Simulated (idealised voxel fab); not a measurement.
The following is a process module called voxel self aligned vias.
Square cell edge 5 nm, section width 150 nm, ID cut.
How to read a cross-section here: the picture is a grid of square cells, written as bands going from the top down, and any band can span one or more rows of cells. Band: top and bottom heights (nm) first, top before bottom; then materials from left to right, widths in nm. "everywhere" marks a sole material filling the band edge to edge. "blank" denotes empty space. Basically, 0 is our baseline, since under it the wafer straight out of the box is all one material. The bottom band has no lower end and keeps on going down, so it looks like "0 nm and below". The width entry "30 to 40" should be interpreted row by row: the top row of cells in the band takes the first number, the bottom row takes the second number, and the change between adjacent rows is uniform throughout. Key: "changes: none" - step with no changed cell in the cross-section. If an empty space has no open way to the top and is at least 8 cells in size, "Sealed internal voids" lists it, written width x height at distance, where distance is measured from the left edge and every value is in nm. Formally, on a step line, whatever follows the settings is a remark that the simulator itself makes on the step. overlay nm: how far to the right of its planned place the mask lay on this masked step (negative: to the left).

These are the steps we planned for the process
- 1: RECEIVE,material Si
- 2: CONFORMAL_DEP,material SiO2,thk nm 15
- 3: CONFORMAL_DEP,material SiCN,thk nm 5
- 4: DIRECTIONAL_DEP,material SiO2,thk nm 30
- 5: PATTERN,tone open,mask id LINES,material resist,width nm 25,pitch nm 65,thk nm 15,overlay nm 0
- 6: DIRECTIONAL_ETCH,etch materials SiO2,depth nm 30
- 7: STRIP,etch materials resist
- 8: CONFORMAL_DEP,material TiN,thk nm 5
- 9: FILL_DEP,material W,thk nm 5
- 10: CMP,height nm 50
- 11: SELECTIVE_ETCH,etch materials W Ru TiN,depth nm 5
- 12: FILL_DEP,material SiN,thk nm 10
- 13: CMP,height nm 50
- 14: DIRECTIONAL_DEP,material SiO2,thk nm 15
- 15: DIRECTIONAL_DEP,material aC,thk nm 10
- 16: PATTERN,tone open,mask id VIAS,material resist,width nm 45,thk nm 30,overlay nm 0
- 17: DIRECTIONAL_ETCH,etch materials aC,depth nm 10
- 18: STRIP,etch materials resist
- 19: DIRECTIONAL_ETCH,etch materials SiO2,depth nm 15
- 20: DIRECTIONAL_ETCH,etch materials SiN,depth nm 5
- 21: STRIP,etch materials aC
- 22: CONFORMAL_DEP,material TiN,thk nm 5
- 23: FILL_DEP,material Cu,thk nm 5
- 24: CMP,height nm 65
- 25: CONFORMAL_DEP,material SiN,thk nm 5

Here's what the wafer looked like in cross-section when it arrived - that's after step 1
0 nm and below  Si everywhere
Sealed internal voids: none

End state of the module in cross-section, given the above starting point and plan and one mistake in execution
70 nm to 65 nm  SiN everywhere
65 nm to 55 nm  SiO2 20, TiN 5, Cu 35, TiN 5, SiO2 85
55 nm to 50 nm  SiO2 20, TiN 45, SiO2 85
50 nm to 45 nm  SiO2 20, TiN 10, SiN 25, TiN 10, SiO2 30, SiN 25, SiO2 30
45 nm to 25 nm  SiO2 30, TiN 5, W 15, TiN 5, SiO2 40, TiN 5, W 15, TiN 5, SiO2 30
25 nm to 20 nm  SiO2 30, TiN 25, SiO2 40, TiN 25, SiO2 30
20 nm to 15 nm  SiCN everywhere
15 nm to 0 nm  SiO2 everywhere
0 nm and below  Si everywhere
Sealed internal voids: none
Heads up, the wafer didn't run the way we planned it: off-plan run, step 20, actual operation and settings DIRECTIONAL_ETCH,etch materials SiO2,depth nm 5
